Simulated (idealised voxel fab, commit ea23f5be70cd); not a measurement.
Herein follows the process module entitled voxel wiring stack.
The figure presents cross-section cut, which has a width of 205 nm and is divided into square cells with an edge length of 5 nm.
In what follows, cross-sections appear as grids of square cells, described through bands that run from the top down, where every band is one or more rows of cells.
Band: top height; bottom height; in nm. Then, left to right: material with width in nm, for each material. "throughout": a single material spanning edge to edge. "air": empty space.
Height is counted from the level 0, under which the received wafer is composed throughout of one material. The lowest of the bands is not closed at the bottom but continues downward, in the notation "top 0, no bottom".
So if you see something like "30 to 40" for the width, read it as the top row of the band sitting at the first number and the bottom row at the second, with every row in between moving by the same amount as the last.
Any step labelled "remained unchanged" changed none of the cells in the cross-section.
The list in "Enclosed voids" covers empty spaces of 8 cells or more that cannot reach the top through any open way, and it gives each as width x height at distance; the distance is from the left edge, and width, height and distance are in nm.
On each step's line, the part that comes after the settings is the simulator's own comment on the step.
A step's line can hold "overlay nm"; with a mask on that step, the setting says how far right of the planned place the mask lay, while a negative setting says it lay to the left.

Listed below are the process steps as planned
1) op RECEIVE | material Si
2) op CONFORMAL_DEP | material SiO2 | thk nm 10
3) op DIRECTIONAL_DEP | material TiN | thk nm 5
4) op DIRECTIONAL_DEP | material Ru | thk nm 15
5) op MASKED_ETCH | tone cover | mask id METAL_1 | width nm 25 | pitch nm 45 | etch materials Ru | depth nm 15 | overlay nm 0
6) op MASKED_ETCH | tone cover | mask id METAL_1 | width nm 25 | pitch nm 45 | etch materials TiN | depth nm 5 | overlay nm 0
7) op FILL_DEP | material lowk | thk nm 5
8) op CMP | height nm 30
9) op CONFORMAL_DEP | material SiCN | thk nm 5
10) op DIRECTIONAL_DEP | material lowk | thk nm 35
11) op DIRECTIONAL_DEP | material aC | thk nm 15
12) op PATTERN | tone open | mask id METAL_2_HOLES | material resist | width nm 15 | pitch nm 45 | thk nm 30 | overlay nm 0
13) op DIRECTIONAL_ETCH | etch materials aC | depth nm 15
14) op STRIP | etch materials resist
15) op DIRECTIONAL_ETCH | etch materials lowk | depth nm 35
16) op STRIP | etch materials aC
17) op PATTERN | tone open | mask id METAL_2 | material resist | width nm 25 | pitch nm 45 | thk nm 20 | overlay nm 0
18) op DIRECTIONAL_ETCH | etch materials lowk | depth nm 20
19) op DIRECTIONAL_ETCH | etch materials SiCN | depth nm 5
20) op STRIP | etch materials resist
21) op CONFORMAL_DEP | material TiN | thk nm 5
22) op FILL_DEP | material Cu | thk nm 5
23) op CMP | height nm 70
24) op CONFORMAL_DEP | material SiCN | thk nm 5
25) op DIRECTIONAL_DEP | material lowk | thk nm 20
26) op PATTERN | tone open | mask id PLUG_2 | material resist | width nm 15 | pitch nm 90 | thk nm 15 | overlay nm 0
27) op DIRECTIONAL_ETCH | etch materials lowk | depth nm 20
28) op DIRECTIONAL_ETCH | etch materials SiCN | depth nm 5
29) op STRIP | etch materials resist
30) op CONFORMAL_DEP | material TiN | thk nm 5
31) op FILL_DEP | material W | thk nm 10
32) op CMP | height nm 95
33) op DIRECTIONAL_DEP | material TiN | thk nm 5
34) op DIRECTIONAL_DEP | material W | thk nm 15
35) op MASKED_ETCH | tone cover | mask id METAL_3 | width nm 25 | pitch nm 45 | etch materials W | depth nm 15 | overlay nm 0
36) op MASKED_ETCH | tone cover | mask id METAL_3 | width nm 25 | pitch nm 45 | etch materials TiN | depth nm 5 | overlay nm 0
37) op CONFORMAL_DEP | material SiN | thk nm 5
38) op FILL_DEP | material SiO2 | thk nm 5
39) op CMP | height nm 115
40) op CONFORMAL_DEP | material SiCN | thk nm 5

First of two wafers: run as planned

Wafer cross-section on receipt, i.e. after step 1
    top 0, no bottom = Si throughout
    Enclosed voids: none

You're looking at a cross-section of the wafer after step 2
    top 10, bottom 0 = SiO2 throughout
    Under the height 0 nothing was changed.

You're looking at a cross-section of the wafer after step 3
    top 15, bottom 10 = TiN throughout
    Under the height 10 nothing was changed.

You're looking at a cross-section of the wafer after step 4
    top 30, bottom 15 = Ru throughout
    Under the height 15 nothing was changed.

You're looking at a cross-section of the wafer after step 5
    top 30, bottom 15 = 20 air | 25 Ru | 20 air | 25 Ru | 20 air | 25 Ru | 20 air | 25 Ru | 25 air
    Under the height 15 nothing was changed.

You're looking at a cross-section of the wafer after step 6
    top 30, bottom 15 = 20 air | 25 Ru | 20 air | 25 Ru | 20 air | 25 Ru | 20 air | 25 Ru | 25 air
    top 15, bottom 10 = 20 air | 25 TiN | 20 air | 25 TiN | 20 air | 25 TiN | 20 air | 25 TiN | 25 air
    Under the height 10 nothing was changed.

You're looking at a cross-section of the wafer after step 7
    top 35, bottom 30 = lowk throughout
    top 30, bottom 15 = 20 lowk | 25 Ru | 20 lowk | 25 Ru | 20 lowk | 25 Ru | 20 lowk | 25 Ru | 25 lowk
    top 15, bottom 10 = 20 lowk | 25 TiN | 20 lowk | 25 TiN | 20 lowk | 25 TiN | 20 lowk | 25 TiN | 25 lowk
    Under the height 10 nothing was changed.

You're looking at a cross-section of the wafer after step 8
    top 30, bottom 15 = 20 lowk | 25 Ru | 20 lowk | 25 Ru | 20 lowk | 25 Ru | 20 lowk | 25 Ru | 25 lowk
    Under the height 15 nothing was changed.

You're looking at a cross-section of the wafer after step 9
    top 35, bottom 30 = SiCN throughout
    Under the height 30 nothing was changed.

You're looking at a cross-section of the wafer after step 10
    top 70, bottom 35 = lowk throughout
    Under the height 35 nothing was changed.

You're looking at a cross-section of the wafer after step 11
    top 85, bottom 70 = aC throughout
    Under the height 70 nothing was changed.

You're looking at a cross-section of the wafer after step 12
    top 115, bottom 85 = 20 resist | 15 air | 30 resist | 15 air | 30 resist | 15 air | 30 resist | 15 air | 35 resist
    Under the height 85 nothing was changed.

You're looking at a cross-section of the wafer after step 13
    top 100, bottom 85 = 20 resist | 15 air | 30 resist | 15 air | 30 resist | 15 air | 30 resist | 15 air | 35 resist
    top 85, bottom 70 = 20 aC | 15 air | 30 aC | 15 air | 30 aC | 15 air | 30 aC | 15 air | 35 aC
    Under the height 70 nothing was changed.

You're looking at a cross-section of the wafer after step 14
    top 85, bottom 70 = 20 aC | 15 air | 30 aC | 15 air | 30 aC | 15 air | 30 aC | 15 air | 35 aC
    Under the height 70 nothing was changed.

You're looking at a cross-section of the wafer after step 15
    top 85, bottom 70 = 20 aC | 15 air | 30 aC | 15 air | 30 aC | 15 air | 30 aC | 15 air | 35 aC
    top 70, bottom 35 = 20 lowk | 15 air | 30 lowk | 15 air | 30 lowk | 15 air | 30 lowk | 15 air | 35 lowk
    Under the height 35 nothing was changed.

You're looking at a cross-section of the wafer after step 16
    top 70, bottom 35 = 20 lowk | 15 air | 30 lowk | 15 air | 30 lowk | 15 air | 30 lowk | 15 air | 35 lowk
    Under the height 35 nothing was changed.

You're looking at a cross-section of the wafer after step 17
    top 90, bottom 70 = 20 resist | 25 air | 20 resist | 25 air | 20 resist | 25 air | 20 resist | 25 air | 25 resist
    Under the height 70 nothing was changed.

You're looking at a cross-section of the wafer after step 18
    top 90, bottom 70 = 20 resist | 25 air | 20 resist | 25 air | 20 resist | 25 air | 20 resist | 25 air | 25 resist
    top 70, bottom 50 = 20 lowk | 25 air | 20 lowk | 25 air | 20 lowk | 25 air | 20 lowk | 25 air | 25 lowk
    Under the height 50 nothing was changed.

You're looking at a cross-section of the wafer after step 19
    top 90, bottom 70 = 20 resist | 25 air | 20 resist | 25 air | 20 resist | 25 air | 20 resist | 25 air | 25 resist
    top 70, bottom 50 = 20 lowk | 25 air | 20 lowk | 25 air | 20 lowk | 25 air | 20 lowk | 25 air | 25 lowk
    top 50, bottom 35 = 20 lowk | 15 air | 30 lowk | 15 air | 30 lowk | 15 air | 30 lowk | 15 air | 35 lowk
    top 35, bottom 30 = 20 SiCN | 15 air | 30 SiCN | 15 air | 30 SiCN | 15 air | 30 SiCN | 15 air | 35 SiCN
    Under the height 30 nothing was changed.

You're looking at a cross-section of the wafer after step 20
    top 70, bottom 50 = 20 lowk | 25 air | 20 lowk | 25 air | 20 lowk | 25 air | 20 lowk | 25 air | 25 lowk
    Under the height 50 nothing was changed.

You're looking at a cross-section of the wafer after step 21
    top 75, bottom 70 = 25 TiN | 15 air | 30 TiN | 15 air | 30 TiN | 15 air | 30 TiN | 15 air | 30 TiN
    top 70, bottom 55 = 20 lowk | 5 TiN | 15 air | 5 TiN | 20 lowk | 5 TiN | 15 air | 5 TiN | 20 lowk | 5 TiN | 15 air | 5 TiN | 20 lowk | 5 TiN | 15 air | 5 TiN | 25 lowk
    top 55, bottom 50 = 20 lowk | 5 TiN | 5 air | 15 TiN | 20 lowk | 5 TiN | 5 air | 15 TiN | 20 lowk | 5 TiN | 5 air | 15 TiN | 20 lowk | 5 TiN | 5 air | 15 TiN | 25 lowk
    top 50, bottom 35 = 20 lowk | 5 TiN | 5 air | 5 TiN | 30 lowk | 5 TiN | 5 air | 5 TiN | 30 lowk | 5 TiN | 5 air | 5 TiN | 30 lowk | 5 TiN | 5 air | 5 TiN | 35 lowk
    top 35, bottom 30 = 20 SiCN | 15 TiN | 30 SiCN | 15 TiN | 30 SiCN | 15 TiN | 30 SiCN | 15 TiN | 35 SiCN
    Under the height 30 nothing was changed.

You're looking at a cross-section of the wafer after step 22
    top 80, bottom 75 = Cu throughout
    top 75, bottom 70 = 25 TiN | 15 Cu | 30 TiN | 15 Cu | 30 TiN | 15 Cu | 30 TiN | 15 Cu | 30 TiN
    top 70, bottom 55 = 20 lowk | 5 TiN | 15 Cu | 5 TiN | 20 lowk | 5 TiN | 15 Cu | 5 TiN | 20 lowk | 5 TiN | 15 Cu | 5 TiN | 20 lowk | 5 TiN | 15 Cu | 5 TiN | 25 lowk
    top 55, bottom 50 = 20 lowk | 5 TiN | 5 Cu | 15 TiN | 20 lowk | 5 TiN | 5 Cu | 15 TiN | 20 lowk | 5 TiN | 5 Cu | 15 TiN | 20 lowk | 5 TiN | 5 Cu | 15 TiN | 25 lowk
    top 50, bottom 35 = 20 lowk | 5 TiN | 5 Cu | 5 TiN | 30 lowk | 5 TiN | 5 Cu | 5 TiN | 30 lowk | 5 TiN | 5 Cu | 5 TiN | 30 lowk | 5 TiN | 5 Cu | 5 TiN | 35 lowk
    Under the height 35 nothing was changed.

You're looking at a cross-section of the wafer after step 23
    top 70, bottom 55 = 20 lowk | 5 TiN | 15 Cu | 5 TiN | 20 lowk | 5 TiN | 15 Cu | 5 TiN | 20 lowk | 5 TiN | 15 Cu | 5 TiN | 20 lowk | 5 TiN | 15 Cu | 5 TiN | 25 lowk
    Under the height 55 nothing was changed.

You're looking at a cross-section of the wafer after step 24
    top 75, bottom 70 = SiCN throughout
    Under the height 70 nothing was changed.

You're looking at a cross-section of the wafer after step 25
    top 95, bottom 75 = lowk throughout
    Under the height 75 nothing was changed.

You're looking at a cross-section of the wafer after step 26
    top 110, bottom 95 = 20 resist | 15 air | 75 resist | 15 air | 80 resist
    Under the height 95 nothing was changed.

You're looking at a cross-section of the wafer after step 27
    top 110, bottom 95 = 20 resist | 15 air | 75 resist | 15 air | 80 resist
    top 95, bottom 75 = 20 lowk | 15 air | 75 lowk | 15 air | 80 lowk
    Under the height 75 nothing was changed.

You're looking at a cross-section of the wafer after step 28
    top 110, bottom 95 = 20 resist | 15 air | 75 resist | 15 air | 80 resist
    top 95, bottom 75 = 20 lowk | 15 air | 75 lowk | 15 air | 80 lowk
    top 75, bottom 70 = 20 SiCN | 15 air | 75 SiCN | 15 air | 80 SiCN
    Under the height 70 nothing was changed.

You're looking at a cross-section of the wafer after step 29
    top 95, bottom 75 = 20 lowk | 15 air | 75 lowk | 15 air | 80 lowk
    Under the height 75 nothing was changed.

You're looking at a cross-section of the wafer after step 30
    top 100, bottom 95 = 25 TiN | 5 air | 85 TiN | 5 air | 85 TiN
    top 95, bottom 75 = 20 lowk | 5 TiN | 5 air | 5 TiN | 75 lowk | 5 TiN | 5 air | 5 TiN | 80 lowk
    top 75, bottom 70 = 20 SiCN | 15 TiN | 75 SiCN | 15 TiN | 80 SiCN
    Under the height 70 nothing was changed.

You're looking at a cross-section of the wafer after step 31
    top 110, bottom 100 = W throughout
    top 100, bottom 95 = 25 TiN | 5 W | 85 TiN | 5 W | 85 TiN
    top 95, bottom 75 = 20 lowk | 5 TiN | 5 W | 5 TiN | 75 lowk | 5 TiN | 5 W | 5 TiN | 80 lowk
    Under the height 75 nothing was changed.

You're looking at a cross-section of the wafer after step 32
    top 95, bottom 75 = 20 lowk | 5 TiN | 5 W | 5 TiN | 75 lowk | 5 TiN | 5 W | 5 TiN | 80 lowk
    Under the height 75 nothing was changed.

You're looking at a cross-section of the wafer after step 33
    top 100, bottom 95 = TiN throughout
    Under the height 95 nothing was changed.

You're looking at a cross-section of the wafer after step 34
    top 115, bottom 100 = W throughout
    Under the height 100 nothing was changed.

You're looking at a cross-section of the wafer after step 35
    top 115, bottom 100 = 20 air | 25 W | 20 air | 25 W | 20 air | 25 W | 20 air | 25 W | 25 air
    Under the height 100 nothing was changed.

You're looking at a cross-section of the wafer after step 36
    top 115, bottom 100 = 20 air | 25 W | 20 air | 25 W | 20 air | 25 W | 20 air | 25 W | 25 air
    top 100, bottom 95 = 20 air | 25 TiN | 20 air | 25 TiN | 20 air | 25 TiN | 20 air | 25 TiN | 25 air
    Under the height 95 nothing was changed.

You're looking at a cross-section of the wafer after step 37
    top 120, bottom 115 = 15 air | 35 SiN | 10 air | 35 SiN | 10 air | 35 SiN | 10 air | 35 SiN | 20 air
    top 115, bottom 100 = 15 air | 5 SiN | 25 W | 5 SiN | 10 air | 5 SiN | 25 W | 5 SiN | 10 air | 5 SiN | 25 W | 5 SiN | 10 air | 5 SiN | 25 W | 5 SiN | 20 air
    top 100, bottom 95 = 20 SiN | 25 TiN | 20 SiN | 25 TiN | 20 SiN | 25 TiN | 20 SiN | 25 TiN | 25 SiN
    Under the height 95 nothing was changed.

You're looking at a cross-section of the wafer after step 38
    top 125, bottom 120 = SiO2 throughout
    top 120, bottom 115 = 15 SiO2 | 35 SiN | 10 SiO2 | 35 SiN | 10 SiO2 | 35 SiN | 10 SiO2 | 35 SiN | 20 SiO2
    top 115, bottom 100 = 15 SiO2 | 5 SiN | 25 W | 5 SiN | 10 SiO2 | 5 SiN | 25 W | 5 SiN | 10 SiO2 | 5 SiN | 25 W | 5 SiN | 10 SiO2 | 5 SiN | 25 W | 5 SiN | 20 SiO2
    Under the height 100 nothing was changed.

You're looking at a cross-section of the wafer after step 39
    top 115, bottom 100 = 15 SiO2 | 5 SiN | 25 W | 5 SiN | 10 SiO2 | 5 SiN | 25 W | 5 SiN | 10 SiO2 | 5 SiN | 25 W | 5 SiN | 10 SiO2 | 5 SiN | 25 W | 5 SiN | 20 SiO2
    Under the height 100 nothing was changed.

You're looking at a cross-section of the wafer after step 40
    top 120, bottom 115 = SiCN throughout
    Under the height 115 nothing was changed.

Second wafer: same start and same plan as the first, one execution error; identical to the first through step 8

Second wafer, cross-section, planned end of step 9
    top 65, bottom 30 = lowk throughout
    Under the height 30 nothing was changed.

Second wafer, cross-section, planned end of step 10
    top 70, bottom 65 = SiCN throughout
    Under the height 65 nothing was changed.

Second wafer, cross-section, planned end of step 11
    top 85, bottom 70 = aC throughout
    Under the height 70 nothing was changed.

Second wafer, cross-section, planned end of step 12
    top 115, bottom 85 = 20 resist | 15 air | 30 resist | 15 air | 30 resist | 15 air | 30 resist | 15 air | 35 resist
    Under the height 85 nothing was changed.

Second wafer, cross-section, planned end of step 13
    top 100, bottom 85 = 20 resist | 15 air | 30 resist | 15 air | 30 resist | 15 air | 30 resist | 15 air | 35 resist
    top 85, bottom 70 = 20 aC | 15 air | 30 aC | 15 air | 30 aC | 15 air | 30 aC | 15 air | 35 aC
    Under the height 70 nothing was changed.

Second wafer, cross-section, planned end of step 14
    top 85, bottom 70 = 20 aC | 15 air | 30 aC | 15 air | 30 aC | 15 air | 30 aC | 15 air | 35 aC
    Under the height 70 nothing was changed.

Second wafer, cross-section, planned end of step 15: remained unchanged

Second wafer, cross-section, planned end of step 16
    top 70, bottom 65 = SiCN throughout
    Under the height 65 nothing was changed.

Second wafer, cross-section, planned end of step 17
    top 90, bottom 70 = 20 resist | 25 air | 20 resist | 25 air | 20 resist | 25 air | 20 resist | 25 air | 25 resist
    Under the height 70 nothing was changed.

Second wafer, cross-section, planned end of step 18: remained unchanged

Second wafer, cross-section, planned end of step 19
    top 90, bottom 70 = 20 resist | 25 air | 20 resist | 25 air | 20 resist | 25 air | 20 resist | 25 air | 25 resist
    top 70, bottom 65 = 20 SiCN | 25 air | 20 SiCN | 25 air | 20 SiCN | 25 air | 20 SiCN | 25 air | 25 SiCN
    Under the height 65 nothing was changed.

Second wafer, cross-section, planned end of step 20
    top 70, bottom 65 = 20 SiCN | 25 air | 20 SiCN | 25 air | 20 SiCN | 25 air | 20 SiCN | 25 air | 25 SiCN
    Under the height 65 nothing was changed.

Second wafer, cross-section, planned end of step 21
    top 75, bottom 70 = 25 TiN | 15 air | 30 TiN | 15 air | 30 TiN | 15 air | 30 TiN | 15 air | 30 TiN
    top 70, bottom 65 = 20 SiCN | 25 TiN | 20 SiCN | 25 TiN | 20 SiCN | 25 TiN | 20 SiCN | 25 TiN | 25 SiCN
    Under the height 65 nothing was changed.

Second wafer, cross-section, planned end of step 22
    top 80, bottom 75 = Cu throughout
    top 75, bottom 70 = 25 TiN | 15 Cu | 30 TiN | 15 Cu | 30 TiN | 15 Cu | 30 TiN | 15 Cu | 30 TiN
    Under the height 70 nothing was changed.

Second wafer, cross-section, planned end of step 23
    top 70, bottom 65 = 20 SiCN | 25 TiN | 20 SiCN | 25 TiN | 20 SiCN | 25 TiN | 20 SiCN | 25 TiN | 25 SiCN
    Under the height 65 nothing was changed.

Second wafer, cross-section, planned end of step 24
    top 75, bottom 70 = SiCN throughout
    Under the height 70 nothing was changed.

Second wafer, cross-section, planned end of step 25
    top 95, bottom 75 = lowk throughout
    Under the height 75 nothing was changed.

Second wafer, cross-section, planned end of step 26
    top 110, bottom 95 = 20 resist | 15 air | 75 resist | 15 air | 80 resist
    Under the height 95 nothing was changed.

Second wafer, cross-section, planned end of step 27
    top 110, bottom 95 = 20 resist | 15 air | 75 resist | 15 air | 80 resist
    top 95, bottom 75 = 20 lowk | 15 air | 75 lowk | 15 air | 80 lowk
    Under the height 75 nothing was changed.

Second wafer, cross-section, planned end of step 28
    top 110, bottom 95 = 20 resist | 15 air | 75 resist | 15 air | 80 resist
    top 95, bottom 75 = 20 lowk | 15 air | 75 lowk | 15 air | 80 lowk
    top 75, bottom 70 = 20 SiCN | 15 air | 75 SiCN | 15 air | 80 SiCN
    Under the height 70 nothing was changed.

Second wafer, cross-section, planned end of step 29
    top 95, bottom 75 = 20 lowk | 15 air | 75 lowk | 15 air | 80 lowk
    Under the height 75 nothing was changed.

Second wafer, cross-section, planned end of step 30
    top 100, bottom 95 = 25 TiN | 5 air | 85 TiN | 5 air | 85 TiN
    top 95, bottom 75 = 20 lowk | 5 TiN | 5 air | 5 TiN | 75 lowk | 5 TiN | 5 air | 5 TiN | 80 lowk
    top 75, bottom 70 = 20 SiCN | 15 TiN | 75 SiCN | 15 TiN | 80 SiCN
    Under the height 70 nothing was changed.

Second wafer, cross-section, planned end of step 31
    top 110, bottom 100 = W throughout
    top 100, bottom 95 = 25 TiN | 5 W | 85 TiN | 5 W | 85 TiN
    top 95, bottom 75 = 20 lowk | 5 TiN | 5 W | 5 TiN | 75 lowk | 5 TiN | 5 W | 5 TiN | 80 lowk
    Under the height 75 nothing was changed.

Second wafer, cross-section, planned end of step 32
    top 95, bottom 75 = 20 lowk | 5 TiN | 5 W | 5 TiN | 75 lowk | 5 TiN | 5 W | 5 TiN | 80 lowk
    Under the height 75 nothing was changed.

Second wafer, cross-section, planned end of step 33
    top 100, bottom 95 = TiN throughout
    Under the height 95 nothing was changed.

Second wafer, cross-section, planned end of step 34
    top 115, bottom 100 = W throughout
    Under the height 100 nothing was changed.

Second wafer, cross-section, planned end of step 35
    top 115, bottom 100 = 20 air | 25 W | 20 air | 25 W | 20 air | 25 W | 20 air | 25 W | 25 air
    Under the height 100 nothing was changed.

Second wafer, cross-section, planned end of step 36
    top 115, bottom 100 = 20 air | 25 W | 20 air | 25 W | 20 air | 25 W | 20 air | 25 W | 25 air
    top 100, bottom 95 = 20 air | 25 TiN | 20 air | 25 TiN | 20 air | 25 TiN | 20 air | 25 TiN | 25 air
    Under the height 95 nothing was changed.

Second wafer, cross-section, planned end of step 37
    top 120, bottom 115 = 15 air | 35 SiN | 10 air | 35 SiN | 10 air | 35 SiN | 10 air | 35 SiN | 20 air
    top 115, bottom 100 = 15 air | 5 SiN | 25 W | 5 SiN | 10 air | 5 SiN | 25 W | 5 SiN | 10 air | 5 SiN | 25 W | 5 SiN | 10 air | 5 SiN | 25 W | 5 SiN | 20 air
    top 100, bottom 95 = 20 SiN | 25 TiN | 20 SiN | 25 TiN | 20 SiN | 25 TiN | 20 SiN | 25 TiN | 25 SiN
    Under the height 95 nothing was changed.

Second wafer, cross-section, planned end of step 38
    top 125, bottom 120 = SiO2 throughout
    top 120, bottom 115 = 15 SiO2 | 35 SiN | 10 SiO2 | 35 SiN | 10 SiO2 | 35 SiN | 10 SiO2 | 35 SiN | 20 SiO2
    top 115, bottom 100 = 15 SiO2 | 5 SiN | 25 W | 5 SiN | 10 SiO2 | 5 SiN | 25 W | 5 SiN | 10 SiO2 | 5 SiN | 25 W | 5 SiN | 10 SiO2 | 5 SiN | 25 W | 5 SiN | 20 SiO2
    Under the height 100 nothing was changed.

Second wafer, cross-section, planned end of step 39
    top 115, bottom 100 = 15 SiO2 | 5 SiN | 25 W | 5 SiN | 10 SiO2 | 5 SiN | 25 W | 5 SiN | 10 SiO2 | 5 SiN | 25 W | 5 SiN | 10 SiO2 | 5 SiN | 25 W | 5 SiN | 20 SiO2
    Under the height 100 nothing was changed.

Second wafer, cross-section, planned end of step 40
    top 120, bottom 115 = SiCN throughout
    Under the height 115 nothing was changed.
Plan not followed: step 10 occupied the plan position of step 9, and the converse holds as well
Final tally in cells, some materials are higher or lower on the second wafer than on the first: Cu: 52 fewer, SiCN: 8 fewer, TiN: 56 fewer, lowk: 116 more
